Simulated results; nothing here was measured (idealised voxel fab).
process module | voxel self aligned contacts
cross-section cut | 290 nm wide | cells 5 nm
A cross-section is a grid of square cells, given in bands from the top down. A band is one or more rows of cells.
Each band's line starts with the height of the band's top and of its bottom, in nm. Then come its materials from left to right, each with its width in nm. One material with "throughout" fills the band from edge to edge. "air" is empty space.
Height 0 is the level under which the wafer as received is all one material. The lowest band goes on downwards, as in "0 down".
A width such as "30 to 40" changes by the same amount from each row of cells to the next, from the band's top row to its bottom row.
"no change" after a step means that no cell of the cross-section changed.
closed voids: empty space of 8 cells or more with no open way to the top, each as width x height at its distance from the left edge, in nm
after a step's settings: what the simulator itself notes on the step
overlay nm, on a step with a mask: how far to the right of its planned place the mask lay; to the left if negative
plan
1 op RECEIVE | material Si
2 op CONFORMAL_DEP | material SiO2 | thk nm 5
3 op DIRECTIONAL_DEP | material polySi | thk nm 30
4 op DIRECTIONAL_DEP | material SiN | thk nm 15
5 op DIRECTIONAL_DEP | material aC | thk nm 10
6 op PATTERN | tone cover | mask id GATE | material resist | width nm 35 | pitch nm 70 | thk nm 25 | overlay nm 0
7 op DIRECTIONAL_ETCH | etch materials aC | depth nm 10
8 op STRIP | etch materials resist
9 op DIRECTIONAL_ETCH | etch materials SiN | depth nm 15
10 op DIRECTIONAL_ETCH | etch materials polySi | depth nm 30
11 op STRIP | etch materials aC
12 op CONFORMAL_DEP | material SiN | thk nm 5
13 op DIRECTIONAL_ETCH | etch materials SiN | depth nm 5
14 op FILL_DEP | material SiO2 | thk nm 15
15 op CMP | height nm 60
16 op PATTERN | tone open | mask id CONTACT | material resist | width nm 55 | thk nm 15 | overlay nm 0
17 op DIRECTIONAL_ETCH | etch materials SiO2 | depth nm 60
18 op STRIP | etch materials resist
19 op CONFORMAL_DEP | material TiN | thk nm 5
20 op FILL_DEP | material W | thk nm 10
21 op CMP | height nm 60
22 op CONFORMAL_DEP | material SiN | thk nm 5
first wafer, as planned
as received, after step 1
  0 down: Si throughout
  closed voids: none
after step 2
  5 to 0: SiO2 throughout
  below 0: unchanged
after step 3
  35 to 5: polySi throughout
  below 5: unchanged
after step 4
  50 to 35: SiN throughout
  below 35: unchanged
after step 5
  60 to 50: aC throughout
  below 50: unchanged
after step 6
  85 to 60: air 90 | resist 35 | air 35 | resist 35 | air 95
  below 60: unchanged
after step 7
  75 to 60: air 90 | resist 35 | air 35 | resist 35 | air 95
  60 to 50: air 90 | aC 35 | air 35 | aC 35 | air 95
  below 50: unchanged
after step 8
  60 to 50: air 90 | aC 35 | air 35 | aC 35 | air 95
  below 50: unchanged
after step 9
  60 to 50: air 90 | aC 35 | air 35 | aC 35 | air 95
  50 to 35: air 90 | SiN 35 | air 35 | SiN 35 | air 95
  below 35: unchanged
after step 10
  60 to 50: air 90 | aC 35 | air 35 | aC 35 | air 95
  50 to 35: air 90 | SiN 35 | air 35 | SiN 35 | air 95
  35 to 5: air 90 | polySi 35 | air 35 | polySi 35 | air 95
  below 5: unchanged
after step 11
  50 to 35: air 90 | SiN 35 | air 35 | SiN 35 | air 95
  below 35: unchanged
after step 12
  55 to 35: air 85 | SiN 45 | air 25 | SiN 45 | air 90
  35 to 10: air 85 | SiN 5 | polySi 35 | SiN 5 | air 25 | SiN 5 | polySi 35 | SiN 5 | air 90
  10 to 5: SiN 90 | polySi 35 | SiN 35 | polySi 35 | SiN 95
  below 5: unchanged
after step 13
  50 to 35: air 85 | SiN 45 | air 25 | SiN 45 | air 90
  35 to 5: air 85 | SiN 5 | polySi 35 | SiN 5 | air 25 | SiN 5 | polySi 35 | SiN 5 | air 90
  below 5: unchanged
after step 14
  65 to 50: SiO2 throughout
  50 to 35: SiO2 85 | SiN 45 | SiO2 25 | SiN 45 | SiO2 90
  35 to 5: SiO2 85 | SiN 5 | polySi 35 | SiN 5 | SiO2 25 | SiN 5 | polySi 35 | SiN 5 | SiO2 90
  below 5: unchanged
after step 15
  60 to 50: SiO2 throughout
  below 50: unchanged
after step 16
  75 to 60: resist 115 | air 55 | resist 120
  below 60: unchanged
after step 17
  75 to 60: resist 115 | air 55 | resist 120
  60 to 50: SiO2 115 | air 55 | SiO2 120
  50 to 35: SiO2 85 | SiN 45 | air 25 | SiN 45 | SiO2 90
  35 to 5: SiO2 85 | SiN 5 | polySi 35 | SiN 5 | air 25 | SiN 5 | polySi 35 | SiN 5 | SiO2 90
  5 to 0: SiO2 130 | air 25 | SiO2 135
  below 0: unchanged
after step 18
  60 to 50: SiO2 115 | air 55 | SiO2 120
  below 50: unchanged
after step 19
  65 to 60: TiN 120 | air 45 | TiN 125
  60 to 50: SiO2 115 | TiN 5 to 20 | air 45 to 15 | TiN 5 to 20 | SiO2 120
  50 to 35: SiO2 85 | SiN 45 | TiN 5 | air 15 | TiN 5 | SiN 45 | SiO2 90
  35 to 5: SiO2 85 | SiN 5 | polySi 35 | SiN 5 | TiN 5 | air 15 | TiN 5 | SiN 5 | polySi 35 | SiN 5 | SiO2 90
  5 to 0: SiO2 130 | TiN 25 | SiO2 135
  below 0: unchanged
after step 20
  75 to 65: W throughout
  65 to 60: TiN 120 | W 45 | TiN 125
  60 to 50: SiO2 115 | TiN 5 to 20 | W 45 to 15 | TiN 5 to 20 | SiO2 120
  50 to 35: SiO2 85 | SiN 45 | TiN 5 | W 15 | TiN 5 | SiN 45 | SiO2 90
  35 to 5: SiO2 85 | SiN 5 | polySi 35 | SiN 5 | TiN 5 | W 15 | TiN 5 | SiN 5 | polySi 35 | SiN 5 | SiO2 90
  below 5: unchanged
after step 21
  60 to 50: SiO2 115 | TiN 5 to 20 | W 45 to 15 | TiN 5 to 20 | SiO2 120
  below 50: unchanged
after step 22
  65 to 60: SiN throughout
  below 60: unchanged
second wafer: like start, like plan, one mistake. Through step 15 it matches the first wafer
when step 16 should have ended
  75 to 60: air 115 | resist 55 | air 120
  below 60: unchanged
when step 17 should have ended
  75 to 60: air 115 | resist 55 | air 120
  60 to 50: air 115 | SiO2 55 | air 120
  50 to 35: air 85 | SiN 45 | SiO2 25 | SiN 45 | air 90
  35 to 5: air 85 | SiN 5 | polySi 35 | SiN 5 | SiO2 25 | SiN 5 | polySi 35 | SiN 5 | air 90
  5 to 0: air 85 | SiO2 115 | air 90
  below 0: unchanged
when step 18 should have ended
  60 to 50: air 115 | SiO2 55 | air 120
  below 50: unchanged
when step 19 should have ended
  65 to 60: air 110 | TiN 65 | air 115
  60 to 50: air 110 to 80 | TiN 5 to 35 | SiO2 55 | TiN 5 to 35 | air 115 to 85
  50 to 35: air 80 | TiN 5 | SiN 45 | SiO2 25 | SiN 45 | TiN 5 | air 85
  35 to 5: air 80 | TiN 5 | SiN 5 | polySi 35 | SiN 5 | SiO2 25 | SiN 5 | polySi 35 | SiN 5 | TiN 5 | air 85
  5 to 0: TiN 85 | SiO2 115 | TiN 90
  below 0: unchanged
when step 20 should have ended
  75 to 65: W throughout
  65 to 60: W 110 | TiN 65 | W 115
  60 to 50: W 110 to 80 | TiN 5 to 35 | SiO2 55 | TiN 5 to 35 | W 115 to 85
  50 to 35: W 80 | TiN 5 | SiN 45 | SiO2 25 | SiN 45 | TiN 5 | W 85
  35 to 5: W 80 | TiN 5 | SiN 5 | polySi 35 | SiN 5 | SiO2 25 | SiN 5 | polySi 35 | SiN 5 | TiN 5 | W 85
  below 5: unchanged
when step 21 should have ended
  60 to 50: W 110 to 80 | TiN 5 to 35 | SiO2 55 | TiN 5 to 35 | W 115 to 85
  below 50: unchanged
when step 22 should have ended
  65 to 60: SiN throughout
  below 60: unchanged
what went wrong: step 16 ran as: op PATTERN | tone cover | mask id CONTACT | material resist | width nm 55 | thk nm 15 | overlay nm 0
at the end the second wafer has, in cells: 372 fewer of SiO2 | 36 more of TiN | 336 more of W
